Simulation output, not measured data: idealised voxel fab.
You're looking at the process module voxel quadruple lines.
In the cross-section labelled cut, the width is 290 nm and each square cell is 5 nm.
Throughout this document, each cross-section is represented as a grid of square cells and is presented as a sequence of bands enumerated from the top downward, where a band comprises one or more rows of cells. Top, bottom (nm), then materials left to right with widths (nm); lone material tagged "full width" fills the whole band edge to edge; "air" = empty space. Convention: height 0 is the level below which the wafer, as received, is all one material. The lowest band does not terminate at the bottom but continues downward, represented as "0..down". The expression "30->40" gives the width at the extremes of the band, the first number at its top row of cells and the second at its bottom row, with the width changing by equal amounts from each row to the next in between. Key: "identical to before" - step with no changed cell in the cross-section. This entry, "Unvented cavities", enumerates those empty regions of no fewer than 8 cells that possess no open connection to the top. Each region is reported in the form width x height at distance, the distance being taken from the left edge, with all three quantities expressed in nm. Anything after a step's settings on that line? It's the simulator's own note about the step. On any step carrying a mask, the "overlay nm" setting, if present on the step's line, tells how far right of its planned place the mask lay; negative values point to the left.
Set out below are the planned steps of the process:
1. RECEIVE,material Si
2. CONFORMAL_DEP,material Al2O3,thk nm 5
3. DIRECTIONAL_DEP,material W,thk nm 10
4. DIRECTIONAL_DEP,material polySi,thk nm 15
5. DIRECTIONAL_DEP,material aC,thk nm 20
6. PATTERN,tone cover,mask id MANDREL,material resist,width nm 35,pitch nm 100,thk nm 30,overlay nm 0
7. DIRECTIONAL_ETCH,etch materials aC,depth nm 20
8. STRIP,etch materials resist
9. CONFORMAL_DEP,material SiO2,thk nm 15
10. DIRECTIONAL_ETCH,etch materials SiO2,depth nm 15
11. STRIP,etch materials aC
12. DIRECTIONAL_ETCH,etch materials polySi,depth nm 15
13. STRIP,etch materials SiO2
14. CONFORMAL_DEP,material SiCN,thk nm 10
15. DIRECTIONAL_ETCH,etch materials SiCN,depth nm 10
16. STRIP,etch materials polySi
17. DIRECTIONAL_ETCH,etch materials W,depth nm 10
18. STRIP,etch materials SiCN
19. FILL_DEP,material SiO2,thk nm 5
20. CMP,height nm 15
as received, after step 1:
  0..down = Si full width
  Unvented cavities: none
Wafer cross-section at module end: first of two, run to plan:
  15..5 = SiO2 50, then W 10, then SiO2 15, then W 10, then SiO2 15, then W 10, then SiO2 15, then W 10, then SiO2 15, then W 10, then SiO2 15, then W 10, then SiO2 15, then W 10, then SiO2 15, then W 10, then SiO2 55
  5..0 = Al2O3 full width
  0..down = Si full width
  Unvented cavities: none
End of module, second wafer, cross-section. Started like the first, planned like the first, run with one mistake:
  15..10 = Al2O3 full width
  10..0 = W full width
  0..down = Si full width
  Unvented cavities: none
Which mistake was made when the wafer was run? steps 2 and 3 swapped
Final wafer comparison in cells, second versus first, more or fewer per material: 84 fewer of SiO2, 84 more of W
